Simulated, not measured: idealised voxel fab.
This is a process module. Its name is voxel self aligned vias.
The cross-section on display is named cut; it measures 155 nm wide, and its cells are 5 nm squares.
Heads up, the way a cross-section reads in here is a grid of square cells, handed over as bands from the top down, with every band being one or more rows of cells.
Heads up on the band format: heights come first, top then bottom, in nm. After that it's the materials left to right, each with its width in nm. A single material flagged "everywhere" fills the whole band edge to edge, and "air" means there's empty space there.
All heights in this document are referenced to 0, defined as the level beneath which the wafer, as received, consists entirely of one material. The lowest band is not bounded below; it extends indefinitely downward and is written in the form "top 0, no bottom".
Width "30..40": first value at the band's top row of cells, second value at its bottom row, equal change from row to row.
A step reported as "no modifications" is a step in which no cell of the cross-section changed.
Look at "Fully sealed voids" for the closed voids: empty spaces with no open path to the top, sized 8 cells or up. Each is width x height at distance, distance from the left edge, all nm.
That trailing text on a step's line, after the settings, is the simulator's own remark on the step.
On any step carrying a mask, the "overlay nm" setting, if present on the step's line, tells how far right of its planned place the mask lay; negative values point to the left.
-- Process steps - plan
1. RECEIVE | material Si
2. CONFORMAL_DEP | material SiO2 | thk nm 15
3. CONFORMAL_DEP | material SiCN | thk nm 5
4. DIRECTIONAL_DEP | material SiO2 | thk nm 20
5. DIRECTIONAL_DEP | material aC | thk nm 15
6. PATTERN | tone open | mask id LINES | material resist | width nm 20 | pitch nm 70 | thk nm 30 | overlay nm 0
7. DIRECTIONAL_ETCH | etch materials aC | depth nm 15
8. STRIP | etch materials resist
9. DIRECTIONAL_ETCH | etch materials SiO2 | depth nm 20
10. STRIP | etch materials aC
11. CONFORMAL_DEP | material TiN | thk nm 5
12. FILL_DEP | material W | thk nm 10
13. CMP | height nm 40
14. SELECTIVE_ETCH | etch materials W Ru TiN | depth nm 5
15. FILL_DEP | material SiN | thk nm 10
16. CMP | height nm 40
17. DIRECTIONAL_DEP | material SiO2 | thk nm 20
18. DIRECTIONAL_DEP | material aC | thk nm 10
19. PATTERN | tone open | mask id VIAS | material resist | width nm 40 | thk nm 30 | overlay nm 0
20. DIRECTIONAL_ETCH | etch materials aC | depth nm 10
21. STRIP | etch materials resist
22. DIRECTIONAL_ETCH | etch materials SiO2 | depth nm 20
23. DIRECTIONAL_ETCH | etch materials SiN | depth nm 5
24. STRIP | etch materials aC
25. CONFORMAL_DEP | material TiN | thk nm 5
26. FILL_DEP | material Cu | thk nm 5
27. CMP | height nm 60
28. CONFORMAL_DEP | material SiN | thk nm 5
-- Received-state cross-section, reflecting completion of step 1
> top 0, no bottom | Si everywhere
> Fully sealed voids: none
-- End-of-module cross-section of the first of two wafers, processed as planned
> top 65, bottom 60 | SiN everywhere
> top 60, bottom 45 | 20 of SiO2  5 of TiN  30 of Cu  5 of TiN  95 of SiO2
> top 45, bottom 40 | 20 of SiO2  15 of TiN  10 of Cu  15 of TiN  95 of SiO2
> top 40, bottom 35 | 30 of SiO2  20 of TiN  50 of SiO2  20 of SiN  35 of SiO2
> top 35, bottom 25 | 30 of SiO2  5 of TiN  10 of W  5 of TiN  50 of SiO2  5 of TiN  10 of W  5 of TiN  35 of SiO2
> top 25, bottom 20 | 30 of SiO2  20 of TiN  50 of SiO2  20 of TiN  35 of SiO2
> top 20, bottom 15 | SiCN everywhere
> top 15, bottom 0 | SiO2 everywhere
> top 0, no bottom | Si everywhere
> Fully sealed voids: none
-- Second wafer cross-section at end of module - shared start and plan with the first, one mistake in the run
> top 75, bottom 60 | SiN everywhere
> top 60, bottom 45 | 20 of SiO2  5 of TiN  30 of Cu  5 of TiN  95 of SiO2
> top 45, bottom 40 | 20 of SiO2  15 of TiN  10 of Cu  15 of TiN  95 of SiO2
> top 40, bottom 35 | 30 of SiO2  20 of TiN  50 of SiO2  20 of SiN  35 of SiO2
> top 35, bottom 25 | 30 of SiO2  5 of TiN  10 of W  5 of TiN  50 of SiO2  5 of TiN  10 of W  5 of TiN  35 of SiO2
> top 25, bottom 20 | 30 of SiO2  20 of TiN  50 of SiO2  20 of TiN  35 of SiO2
> top 20, bottom 15 | SiCN everywhere
> top 15, bottom 0 | SiO2 everywhere
> top 0, no bottom | Si everywhere
> Fully sealed voids: none
What broke from the plan during processing? step 28: run off-plan, actual operation and settings CONFORMAL_DEP | material SiN | thk nm 15
End of process, cell counts, second wafer against first, materials with more or fewer: SiN +62
